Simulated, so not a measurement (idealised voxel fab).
Process module in this document: voxel ribs on slabs
In the cross-section labelled cut, the width is 260 nm and each square cell is 5 nm.
This document writes a cross-section as a grid whose cells are square, and gives it as bands, listed from the top down; one or more rows of cells form a band.
Per band: top height and bottom height in nm, followed by the left-to-right materials and their widths in nm; "everywhere" marks a single material spanning edge to edge, "blank" marks empty space.
A quick word on heights: they are counted from 0, and under that level the wafer as it came to us is one material throughout. The lowest band is different from the rest in having no bottom; it simply continues downward, written as in "0 -> down".
A width given as "30 to 40" starts at the first number in the band's top row and ends at the second number in its bottom row, shifting by an equal amount at every step from row to row.
For the purposes of this document, the phrase "nothing changed" attached to a step denotes that no cell within the cross-section was modified by that step.
Listed in "Sealed-off cavities": every empty space of 8 or more cells without an open way to the top. Form: width x height at distance, the distance being from the left edge, all in nm.
Note: text after step settings on the step line = simulator remark on that step.
overlay nm: where the mask lay relative to plan, measured to the right, on steps with a mask; negatives go left.
Each pair below shows a cross-section before one step and the cross-section after it, down to the lowest band that changed. The line under each pair gives the step between them, with its settings. The pairs can come from different runs of this module on the same starting wafer, so a pair continues from the pair above only where its "Before this step" says so.

-- Before this step
    70 -> 55  115 nm blank  30 nm resist  115 nm blank
    55 -> 45  TiN everywhere
    45 -> 35  SiO2 everywhere
    35 -> 30  95 nm SiO2  25 nm SiN  20 nm SiO2  25 nm SiN  95 nm SiO2
    30 -> 25  120 nm SiN  20 nm SiO2  120 nm SiN
    25 -> 20  SiN everywhere
    20 -> 0  SiO2 everywhere
    0 -> down  Si everywhere
    Sealed-off cavities: none

-- Sectional Result
    70 -> 55  115 nm blank  30 nm resist  115 nm blank
    55 -> 45  115 nm blank  30 nm TiN  115 nm blank
    For the remainder of the cross-section, below 45, there is no change.
    Sealed-off cavities: none
Which step turns the before cross-section above into the after cross-section? DIRECTIONAL_ETCH | etch materials TiN | depth nm 10

Before this step: the pre-step structure is the one depicted after the step in the pair just above.

-- Sectional Result
    55 -> 45  115 nm blank  30 nm TiN  115 nm blank
    For the remainder of the cross-section, below 45, there is no change.
    Sealed-off cavities: none
Which step turns the before cross-section above into the after cross-section? STRIP | etch materials resist

Before this step: the pre-step structure is the one depicted after the step in the pair just above.

-- Sectional Result
    65 -> 55  105 nm blank  50 nm SiO2  105 nm blank
    55 -> 45  115 nm SiO2  30 nm TiN  115 nm SiO2
    For the remainder of the cross-section, below 45, there is no change.
    Sealed-off cavities: none
Which step turns the before cross-section above into the after cross-section? CONFORMAL_DEP | material SiO2 | thk nm 10
